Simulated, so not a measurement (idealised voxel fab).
The following is a process module called voxel double patterning.
Each square cell in cross-section cut measures 5 nm, and the section as a whole is 235 nm wide.
In this document a cross-section is written as a grid of square cells. It is given as a series of bands, listed from the top down, and a band is one or more rows of cells. Top height, bottom height, nm. Materials left to right, width each, nm. Single material + "throughout" = fills band edge to edge. "blank" = empty. Where do heights start? At 0: under that level the wafer as delivered is made of one material only. And the lowest band has no floor; it just carries on downward, as in "0 -> down". The width entry "30 to 40" should be interpreted row by row: the top row of cells in the band takes the first number, the bottom row takes the second number, and the change between adjacent rows is uniform throughout. "no modification" means the step left every cell of the cross-section as it was. Closed-off voids of 8+ cells (no open route to the top) go in "Sealed cavities", written width x height at distance from the left edge, in nm. The remark found on a step's line after its settings is issued by the simulator itself and pertains to that step. If you see "overlay nm" on a step's line and that step has a mask, it's telling you how far right of where it was planned the mask ended up; a negative number means it went left instead.
PROCESS STEPS - PLAN
1 op RECEIVE | material Si
2 op CONFORMAL_DEP | material SiN | thk nm 5
3 op DIRECTIONAL_DEP | material SiO2 | thk nm 15
4 op DIRECTIONAL_DEP | material SiCN | thk nm 10
5 op PATTERN | tone open | mask id FIRST | material resist | width nm 15 | pitch nm 50 | thk nm 15 | overlay nm 0
6 op DIRECTIONAL_ETCH | etch materials SiCN | depth nm 10
7 op STRIP | etch materials resist
8 op MASKED_ETCH | tone open | mask id SECOND | width nm 15 | etch materials SiCN | depth nm 10 | overlay nm 0
9 op DIRECTIONAL_ETCH | etch materials SiO2 | depth nm 15
10 op STRIP | etch materials SiCN
WAFER CROSS-SECTION ON RECEIPT, I.E. AFTER STEP 1
  0 -> down: Si throughout
  Sealed cavities: none
THIS IS HOW THE WAFER LOOKS IN CROSS-SECTION ONCE THE MODULE IS DONE, GIVEN THE STARTING STATE AND PLAN ABOVE AND ONE MISTAKE IN CARRYING THE PLAN OUT
  20 -> 15: SiN throughout
  15 -> 0: SiO2 throughout
  0 -> down: Si throughout
  Sealed cavities: none
Here's what went sideways: the intended sequence of steps 2 and 3 was reversed during processing, with each occupying the position of the other
